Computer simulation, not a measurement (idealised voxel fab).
process module | voxel double patterning
cross-section cut | 205 nm wide | cells 5 nm
A cross-section is a grid of square cells, given in bands from the top down. A band is one or more rows of cells.
Each band's line starts with the height of the band's top and of its bottom, in nm. Then come its materials from left to right, each with its width in nm. One material with "throughout" fills the band from edge to edge. "air" is empty space.
Height 0 is the level under which the wafer as received is all one material. The lowest band goes on downwards, as in "0 down".
A width such as "30 to 40" changes by the same amount from each row of cells to the next, from the band's top row to its bottom row.
"no change" after a step means that no cell of the cross-section changed.
closed voids: empty space of 8 cells or more with no open way to the top, each as width x height at its distance from the left edge, in nm
after a step's settings: what the simulator itself notes on the step
overlay nm, on a step with a mask: how far to the right of its planned place the mask lay; to the left if negative
plan
1 op RECEIVE | material Si
2 op CONFORMAL_DEP | material SiO2 | thk nm 10
3 op DIRECTIONAL_DEP | material TiN | thk nm 15
4 op DIRECTIONAL_DEP | material SiCN | thk nm 10
5 op MASKED_ETCH | tone open | mask id FIRST | width nm 15 | pitch nm 50 | etch materials SiCN | depth nm 10 | overlay nm 0
6 op MASKED_ETCH | tone open | mask id SECOND | width nm 15 | etch materials SiCN | depth nm 10 | overlay nm 0
7 op DIRECTIONAL_ETCH | etch materials TiN | depth nm 15
8 op STRIP | etch materials SiCN
varied across the wafers: width nm of step 6. The plan shows the first wafer's value. All wafers start alike
first wafer as received, after step 1
  0 down: Si throughout
  closed voids: none
first wafer at the end, after step 8
  25 to 10: TiN 70 | air 15 | TiN 10 | air 15 | TiN 10 | air 15 | TiN 70
  10 to 0: SiO2 throughout
  0 down: Si throughout
  closed voids: none
last wafer at the end
  25 to 10: TiN 70 | air 15 | TiN 5 | air 45 | TiN 70
  10 to 0: SiO2 throughout
  0 down: Si throughout
  closed voids: none
each wafer at the end: cells of each material gained (+) or lost (-) since it was received, then its closed voids
width nm 15 | +82 SiO2 | +96 TiN | closed voids: none
width nm 20 | +82 SiO2 | +93 TiN | closed voids: none
width nm 25 | +82 SiO2 | +90 TiN | closed voids: none
width nm 30 | +82 SiO2 | +87 TiN | closed voids: none
